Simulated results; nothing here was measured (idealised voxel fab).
process module | voxel spacer lines
cross-section cut | 295 nm wide | cells 5 nm
A cross-section is a grid of square cells, given in bands from the top down. A band is one or more rows of cells.
Each band's line starts with the height of the band's top and of its bottom, in nm. Then come its materials from left to right, each with its width in nm. One material with "throughout" fills the band from edge to edge. "air" is empty space.
Height 0 is the level under which the wafer as received is all one material. The lowest band goes on downwards, as in "0 down".
A width such as "30 to 40" changes by the same amount from each row of cells to the next, from the band's top row to its bottom row.
"no change" after a step means that no cell of the cross-section changed.
closed voids: empty space of 8 cells or more with no open way to the top, each as width x height at its distance from the left edge, in nm
after a step's settings: what the simulator itself notes on the step
overlay nm, on a step with a mask: how far to the right of its planned place the mask lay; to the left if negative
plan
1 op RECEIVE | material Si
2 op CONFORMAL_DEP | material Al2O3 | thk nm 5
3 op DIRECTIONAL_DEP | material SiN | thk nm 15
4 op DIRECTIONAL_DEP | material aC | thk nm 20
5 op PATTERN | tone cover | mask id MANDREL | material resist | width nm 15 | pitch nm 60 | thk nm 25 | overlay nm 0
6 op DIRECTIONAL_ETCH | etch materials aC | depth nm 20
7 op STRIP | etch materials resist
8 op CONFORMAL_DEP | material SiO2 | thk nm 15
9 op DIRECTIONAL_ETCH | etch materials SiO2 | depth nm 15
10 op STRIP | etch materials aC
11 op DIRECTIONAL_ETCH | etch materials SiN | depth nm 15
12 op STRIP | etch materials SiO2
13 op FILL_DEP | material SiO2 | thk nm 10
14 op CMP | height nm 20
first wafer, as planned
as received, after step 1
  0 down: Si throughout
  closed voids: none
after step 2
  5 to 0: Al2O3 throughout
  below 0: unchanged
after step 3
  20 to 5: SiN throughout
  below 5: unchanged
after step 4
  40 to 20: aC throughout
  below 20: unchanged
after step 5
  65 to 40: air 110 | resist 15 | air 45 | resist 15 | air 110
  below 40: unchanged
after step 6
  45 to 40: air 110 | resist 15 | air 45 | resist 15 | air 110
  40 to 20: air 110 | aC 15 | air 45 | aC 15 | air 110
  below 20: unchanged
after step 7
  40 to 20: air 110 | aC 15 | air 45 | aC 15 | air 110
  below 20: unchanged
after step 8
  55 to 40: air 95 | SiO2 45 | air 15 | SiO2 45 | air 95
  40 to 35: air 95 | SiO2 15 | aC 15 | SiO2 15 | air 15 | SiO2 15 | aC 15 | SiO2 15 | air 95
  35 to 20: SiO2 110 | aC 15 | SiO2 45 | aC 15 | SiO2 110
  below 20: unchanged
after step 9
  40 to 20: air 95 | SiO2 15 | aC 15 | SiO2 15 | air 15 | SiO2 15 | aC 15 | SiO2 15 | air 95
  below 20: unchanged
after step 10
  40 to 20: air 95 | SiO2 15 | air 15 | SiO2 15 | air 15 | SiO2 15 | air 15 | SiO2 15 | air 95
  below 20: unchanged
after step 11
  40 to 20: air 95 | SiO2 15 | air 15 | SiO2 15 | air 15 | SiO2 15 | air 15 | SiO2 15 | air 95
  20 to 5: air 95 | SiN 15 | air 15 | SiN 15 | air 15 | SiN 15 | air 15 | SiN 15 | air 95
  below 5: unchanged
after step 12
  20 to 5: air 95 | SiN 15 | air 15 | SiN 15 | air 15 | SiN 15 | air 15 | SiN 15 | air 95
  below 5: unchanged
after step 13
  30 to 20: SiO2 throughout
  20 to 5: SiO2 95 | SiN 15 | SiO2 15 | SiN 15 | SiO2 15 | SiN 15 | SiO2 15 | SiN 15 | SiO2 95
  below 5: unchanged
after step 14
  20 to 5: SiO2 95 | SiN 15 | SiO2 15 | SiN 15 | SiO2 15 | SiN 15 | SiO2 15 | SiN 15 | SiO2 95
  below 5: unchanged
second wafer: like start, like plan, one mistake. Through step 1 it matches the first wafer
when step 2 should have ended
  5 to 0: SiN throughout
  below 0: unchanged
when step 3 should have ended
  20 to 0: SiN throughout
  below 0: unchanged
when step 4 should have ended
  40 to 20: aC throughout
  below 20: unchanged
when step 5 should have ended
  65 to 40: air 110 | resist 15 | air 45 | resist 15 | air 110
  below 40: unchanged
when step 6 should have ended
  45 to 40: air 110 | resist 15 | air 45 | resist 15 | air 110
  40 to 20: air 110 | aC 15 | air 45 | aC 15 | air 110
  below 20: unchanged
when step 7 should have ended
  40 to 20: air 110 | aC 15 | air 45 | aC 15 | air 110
  below 20: unchanged
when step 8 should have ended
  55 to 40: air 95 | SiO2 45 | air 15 | SiO2 45 | air 95
  40 to 35: air 95 | SiO2 15 | aC 15 | SiO2 15 | air 15 | SiO2 15 | aC 15 | SiO2 15 | air 95
  35 to 20: SiO2 110 | aC 15 | SiO2 45 | aC 15 | SiO2 110
  below 20: unchanged
when step 9 should have ended
  40 to 20: air 95 | SiO2 15 | aC 15 | SiO2 15 | air 15 | SiO2 15 | aC 15 | SiO2 15 | air 95
  below 20: unchanged
when step 10 should have ended
  40 to 20: air 95 | SiO2 15 | air 15 | SiO2 15 | air 15 | SiO2 15 | air 15 | SiO2 15 | air 95
  below 20: unchanged
when step 11 should have ended
  40 to 20: air 95 | SiO2 15 | air 15 | SiO2 15 | air 15 | SiO2 15 | air 15 | SiO2 15 | air 95
  20 to 5: air 95 | SiN 15 | air 15 | SiN 15 | air 15 | SiN 15 | air 15 | SiN 15 | air 95
  below 5: unchanged
when step 12 should have ended
  20 to 5: air 95 | SiN 15 | air 15 | SiN 15 | air 15 | SiN 15 | air 15 | SiN 15 | air 95
  below 5: unchanged
when step 13 should have ended
  30 to 20: SiO2 throughout
  20 to 5: SiO2 95 | SiN 15 | SiO2 15 | SiN 15 | SiO2 15 | SiN 15 | SiO2 15 | SiN 15 | SiO2 95
  below 5: unchanged
when step 14 should have ended
  20 to 5: SiO2 95 | SiN 15 | SiO2 15 | SiN 15 | SiO2 15 | SiN 15 | SiO2 15 | SiN 15 | SiO2 95
  below 5: unchanged
what went wrong: step 2 ran as: op CONFORMAL_DEP | material SiN | thk nm 5
at the end the second wafer has, in cells: 59 fewer of Al2O3 | 59 more of SiN
